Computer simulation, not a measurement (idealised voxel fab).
This section sets out a process module, namely voxel self aligned vias.
Cross-sectional view cut (width: 295 nm; square cell size: 5 nm).
In this document a cross-section is written as a grid of square cells. It is given as a series of bands, listed from the top down, and a band is one or more rows of cells.
Band entry format. Leading values: height of top, height of bottom, nm. Remainder: materials in left-to-right order, each with its width in nm. Special words: "all across" on a single material, which then fills the band edge to edge; "empty", empty space.
A quick word on heights: they are counted from 0, and under that level the wafer as it came to us is one material throughout. The lowest band is different from the rest in having no bottom; it simply continues downward, written as in "0..down".
Width "30..40": first value at the band's top row of cells, second value at its bottom row, equal change from row to row.
What does "remains unaltered" mean for a step? It means no cell of the cross-section changed in that step.
"Sealed-off cavities" lists enclosed empty spaces (at least 8 cells, no open path upward to the top), each as width x height at distance from the left edge, in nm.
Read whatever lies past the settings on a step's line as the simulator's own remark about the step.
"overlay nm" denotes, for a step that has a mask, the displacement of the mask to the right of its planned place, with negative values corresponding to the left.

The process steps that were planned are listed below
1. RECEIVE [material Si]
2. CONFORMAL_DEP [material SiO2] [thk nm 15]
3. CONFORMAL_DEP [material SiCN] [thk nm 5]
4. DIRECTIONAL_DEP [material SiO2] [thk nm 20]
5. PATTERN [tone open] [mask id LINES] [material resist] [width nm 20] [pitch nm 60] [thk nm 15] [overlay nm 0]
6. DIRECTIONAL_ETCH [etch materials SiO2] [depth nm 20]
7. STRIP [etch materials resist]
8. CONFORMAL_DEP [material TiN] [thk nm 5]
9. FILL_DEP [material Ru] [thk nm 5]
10. CMP [height nm 40]
11. SELECTIVE_ETCH [etch materials W Ru TiN] [depth nm 5]
12. FILL_DEP [material SiN] [thk nm 5]
13. CMP [height nm 40]
14. DIRECTIONAL_DEP [material SiO2] [thk nm 20]
15. PATTERN [tone open] [mask id VIAS] [material resist] [width nm 30] [pitch nm 60] [thk nm 20] [overlay nm 0]
16. DIRECTIONAL_ETCH [etch materials SiO2] [depth nm 20]
17. DIRECTIONAL_ETCH [etch materials SiN] [depth nm 5]
18. STRIP [etch materials resist]
19. CONFORMAL_DEP [material TiN] [thk nm 5]
20. FILL_DEP [material Cu] [thk nm 10]
21. CMP [height nm 60]
22. CONFORMAL_DEP [material SiN] [thk nm 5]

First wafer out of two, processed as planned

Cross-section of the incoming wafer, state after step 1
- 0..down  Si all across
- Sealed-off cavities: none

The wafer, seen in cross-section, after step 2
- 15..0  SiO2 all across
- below 0: unchanged

The wafer, seen in cross-section, after step 3
- 20..15  SiCN all across
- below 15: unchanged

The wafer, seen in cross-section, after step 4
- 40..20  SiO2 all across
- below 20: unchanged

The wafer, seen in cross-section, after step 5
- 55..40  resist: 75  empty: 20  resist: 40  empty: 20  resist: 40  empty: 20  resist: 80
- below 40: unchanged

The wafer, seen in cross-section, after step 6
- 55..40  resist: 75  empty: 20  resist: 40  empty: 20  resist: 40  empty: 20  resist: 80
- 40..20  SiO2: 75  empty: 20  SiO2: 40  empty: 20  SiO2: 40  empty: 20  SiO2: 80
- below 20: unchanged

The wafer, seen in cross-section, after step 7
- 40..20  SiO2: 75  empty: 20  SiO2: 40  empty: 20  SiO2: 40  empty: 20  SiO2: 80
- below 20: unchanged

The wafer, seen in cross-section, after step 8
- 45..40  TiN: 80  empty: 10  TiN: 50  empty: 10  TiN: 50  empty: 10  TiN: 85
- 40..25  SiO2: 75  TiN: 5  empty: 10  TiN: 5  SiO2: 40  TiN: 5  empty: 10  TiN: 5  SiO2: 40  TiN: 5  empty: 10  TiN: 5  SiO2: 80
- 25..20  SiO2: 75  TiN: 20  SiO2: 40  TiN: 20  SiO2: 40  TiN: 20  SiO2: 80
- below 20: unchanged

The wafer, seen in cross-section, after step 9
- 50..45  Ru all across
- 45..40  TiN: 80  Ru: 10  TiN: 50  Ru: 10  TiN: 50  Ru: 10  TiN: 85
- 40..25  SiO2: 75  TiN: 5  Ru: 10  TiN: 5  SiO2: 40  TiN: 5  Ru: 10  TiN: 5  SiO2: 40  TiN: 5  Ru: 10  TiN: 5  SiO2: 80
- below 25: unchanged

The wafer, seen in cross-section, after step 10
- 40..25  SiO2: 75  TiN: 5  Ru: 10  TiN: 5  SiO2: 40  TiN: 5  Ru: 10  TiN: 5  SiO2: 40  TiN: 5  Ru: 10  TiN: 5  SiO2: 80
- below 25: unchanged

The wafer, seen in cross-section, after step 11
- 40..35  SiO2: 75  empty: 20  SiO2: 40  empty: 20  SiO2: 40  empty: 20  SiO2: 80
- below 35: unchanged

The wafer, seen in cross-section, after step 12
- 45..40  SiN all across
- 40..35  SiO2: 75  SiN: 20  SiO2: 40  SiN: 20  SiO2: 40  SiN: 20  SiO2: 80
- below 35: unchanged

The wafer, seen in cross-section, after step 13
- 40..35  SiO2: 75  SiN: 20  SiO2: 40  SiN: 20  SiO2: 40  SiN: 20  SiO2: 80
- below 35: unchanged

The wafer, seen in cross-section, after step 14
- 60..40  SiO2 all across
- below 40: unchanged

The wafer, seen in cross-section, after step 15
- 80..60  resist: 70  empty: 30  resist: 30  empty: 30  resist: 30  empty: 30  resist: 75
- below 60: unchanged

The wafer, seen in cross-section, after step 16
- 80..60  resist: 70  empty: 30  resist: 30  empty: 30  resist: 30  empty: 30  resist: 75
- 60..40  SiO2: 70  empty: 30  SiO2: 30  empty: 30  SiO2: 30  empty: 30  SiO2: 75
- below 40: unchanged

The wafer, seen in cross-section, after step 17
- 80..60  resist: 70  empty: 30  resist: 30  empty: 30  resist: 30  empty: 30  resist: 75
- 60..40  SiO2: 70  empty: 30  SiO2: 30  empty: 30  SiO2: 30  empty: 30  SiO2: 75
- 40..35  SiO2: 75  empty: 20  SiO2: 40  empty: 20  SiO2: 40  empty: 20  SiO2: 80
- below 35: unchanged

The wafer, seen in cross-section, after step 18
- 60..40  SiO2: 70  empty: 30  SiO2: 30  empty: 30  SiO2: 30  empty: 30  SiO2: 75
- below 40: unchanged

The wafer, seen in cross-section, after step 19
- 65..60  TiN: 75  empty: 20  TiN: 40  empty: 20  TiN: 40  empty: 20  TiN: 80
- 60..45  SiO2: 70  TiN: 5  empty: 20  TiN: 5  SiO2: 30  TiN: 5  empty: 20  TiN: 5  SiO2: 30  TiN: 5  empty: 20  TiN: 5  SiO2: 75
- 45..40  SiO2: 70  TiN: 10  empty: 10  TiN: 10  SiO2: 30  TiN: 10  empty: 10  TiN: 10  SiO2: 30  TiN: 10  empty: 10  TiN: 10  SiO2: 75
- 40..35  SiO2: 75  TiN: 20  SiO2: 40  TiN: 20  SiO2: 40  TiN: 20  SiO2: 80
- below 35: unchanged

The wafer, seen in cross-section, after step 20
- 75..65  Cu all across
- 65..60  TiN: 75  Cu: 20  TiN: 40  Cu: 20  TiN: 40  Cu: 20  TiN: 80
- 60..45  SiO2: 70  TiN: 5  Cu: 20  TiN: 5  SiO2: 30  TiN: 5  Cu: 20  TiN: 5  SiO2: 30  TiN: 5  Cu: 20  TiN: 5  SiO2: 75
- 45..40  SiO2: 70  TiN: 10  Cu: 10  TiN: 10  SiO2: 30  TiN: 10  Cu: 10  TiN: 10  SiO2: 30  TiN: 10  Cu: 10  TiN: 10  SiO2: 75
- below 40: unchanged

The wafer, seen in cross-section, after step 21
- 60..45  SiO2: 70  TiN: 5  Cu: 20  TiN: 5  SiO2: 30  TiN: 5  Cu: 20  TiN: 5  SiO2: 30  TiN: 5  Cu: 20  TiN: 5  SiO2: 75
- below 45: unchanged

The wafer, seen in cross-section, after step 22
- 65..60  SiN all across
- below 60: unchanged

The second wafer was prepared from the same starting point and under the same plan as the first; its processing contained one mistake, and it remains indistinguishable from the first wafer up to and including step 1

Second wafer, section view, time point: scheduled end of step 2
- 5..0  SiO2 all across
- below 0: unchanged

Second wafer, section view, time point: scheduled end of step 3
- 10..5  SiCN all across
- below 5: unchanged

Second wafer, section view, time point: scheduled end of step 4
- 30..10  SiO2 all across
- below 10: unchanged

Second wafer, section view, time point: scheduled end of step 5
- 45..30  resist: 75  empty: 20  resist: 40  empty: 20  resist: 40  empty: 20  resist: 80
- below 30: unchanged

Second wafer, section view, time point: scheduled end of step 6
- 45..30  resist: 75  empty: 20  resist: 40  empty: 20  resist: 40  empty: 20  resist: 80
- 30..10  SiO2: 75  empty: 20  SiO2: 40  empty: 20  SiO2: 40  empty: 20  SiO2: 80
- below 10: unchanged

Second wafer, section view, time point: scheduled end of step 7
- 30..10  SiO2: 75  empty: 20  SiO2: 40  empty: 20  SiO2: 40  empty: 20  SiO2: 80
- below 10: unchanged

Second wafer, section view, time point: scheduled end of step 8
- 35..30  TiN: 80  empty: 10  TiN: 50  empty: 10  TiN: 50  empty: 10  TiN: 85
- 30..15  SiO2: 75  TiN: 5  empty: 10  TiN: 5  SiO2: 40  TiN: 5  empty: 10  TiN: 5  SiO2: 40  TiN: 5  empty: 10  TiN: 5  SiO2: 80
- 15..10  SiO2: 75  TiN: 20  SiO2: 40  TiN: 20  SiO2: 40  TiN: 20  SiO2: 80
- below 10: unchanged

Second wafer, section view, time point: scheduled end of step 9
- 40..35  Ru all across
- 35..30  TiN: 80  Ru: 10  TiN: 50  Ru: 10  TiN: 50  Ru: 10  TiN: 85
- 30..15  SiO2: 75  TiN: 5  Ru: 10  TiN: 5  SiO2: 40  TiN: 5  Ru: 10  TiN: 5  SiO2: 40  TiN: 5  Ru: 10  TiN: 5  SiO2: 80
- below 15: unchanged

Second wafer, section view, time point: scheduled end of step 10: remains unaltered

Second wafer, section view, time point: scheduled end of step 11
- 35..30  TiN: 80  Ru: 10  TiN: 50  Ru: 10  TiN: 50  Ru: 10  TiN: 85
- below 30: unchanged

Second wafer, section view, time point: scheduled end of step 12
- 40..35  SiN all across
- below 35: unchanged

Second wafer, section view, time point: scheduled end of step 13: remains unaltered

Second wafer, section view, time point: scheduled end of step 14
- 60..40  SiO2 all across
- below 40: unchanged

Second wafer, section view, time point: scheduled end of step 15
- 80..60  resist: 70  empty: 30  resist: 30  empty: 30  resist: 30  empty: 30  resist: 75
- below 60: unchanged

Second wafer, section view, time point: scheduled end of step 16
- 80..60  resist: 70  empty: 30  resist: 30  empty: 30  resist: 30  empty: 30  resist: 75
- 60..40  SiO2: 70  empty: 30  SiO2: 30  empty: 30  SiO2: 30  empty: 30  SiO2: 75
- below 40: unchanged

Second wafer, section view, time point: scheduled end of step 17
- 80..60  resist: 70  empty: 30  resist: 30  empty: 30  resist: 30  empty: 30  resist: 75
- 60..40  SiO2: 70  empty: 30  SiO2: 30  empty: 30  SiO2: 30  empty: 30  SiO2: 75
- 40..35  SiN: 70  empty: 30  SiN: 30  empty: 30  SiN: 30  empty: 30  SiN: 75
- below 35: unchanged

Second wafer, section view, time point: scheduled end of step 18
- 60..40  SiO2: 70  empty: 30  SiO2: 30  empty: 30  SiO2: 30  empty: 30  SiO2: 75
- below 40: unchanged

Second wafer, section view, time point: scheduled end of step 19
- 65..60  TiN: 75  empty: 20  TiN: 40  empty: 20  TiN: 40  empty: 20  TiN: 80
- 60..40  SiO2: 70  TiN: 5  empty: 20  TiN: 5  SiO2: 30  TiN: 5  empty: 20  TiN: 5  SiO2: 30  TiN: 5  empty: 20  TiN: 5  SiO2: 75
- 40..35  SiN: 70  TiN: 30  SiN: 30  TiN: 30  SiN: 30  TiN: 30  SiN: 75
- below 35: unchanged

Second wafer, section view, time point: scheduled end of step 20
- 75..65  Cu all across
- 65..60  TiN: 75  Cu: 20  TiN: 40  Cu: 20  TiN: 40  Cu: 20  TiN: 80
- 60..40  SiO2: 70  TiN: 5  Cu: 20  TiN: 5  SiO2: 30  TiN: 5  Cu: 20  TiN: 5  SiO2: 30  TiN: 5  Cu: 20  TiN: 5  SiO2: 75
- below 40: unchanged

Second wafer, section view, time point: scheduled end of step 21
- 60..40  SiO2: 70  TiN: 5  Cu: 20  TiN: 5  SiO2: 30  TiN: 5  Cu: 20  TiN: 5  SiO2: 30  TiN: 5  Cu: 20  TiN: 5  SiO2: 75
- below 40: unchanged

Second wafer, section view, time point: scheduled end of step 22
- 65..60  SiN all across
- below 60: unchanged
Against the plan, the run slipped here: planned and actual differ for step 2; actual: CONFORMAL_DEP [material SiO2] [thk nm 5]
Wrapping up, a cell-based count of both wafers puts the second over or under the first for these materials: Cu: 6 more; Ru: 12 more; SiN: 41 more; SiO2: 118 fewer; TiN: 59 more
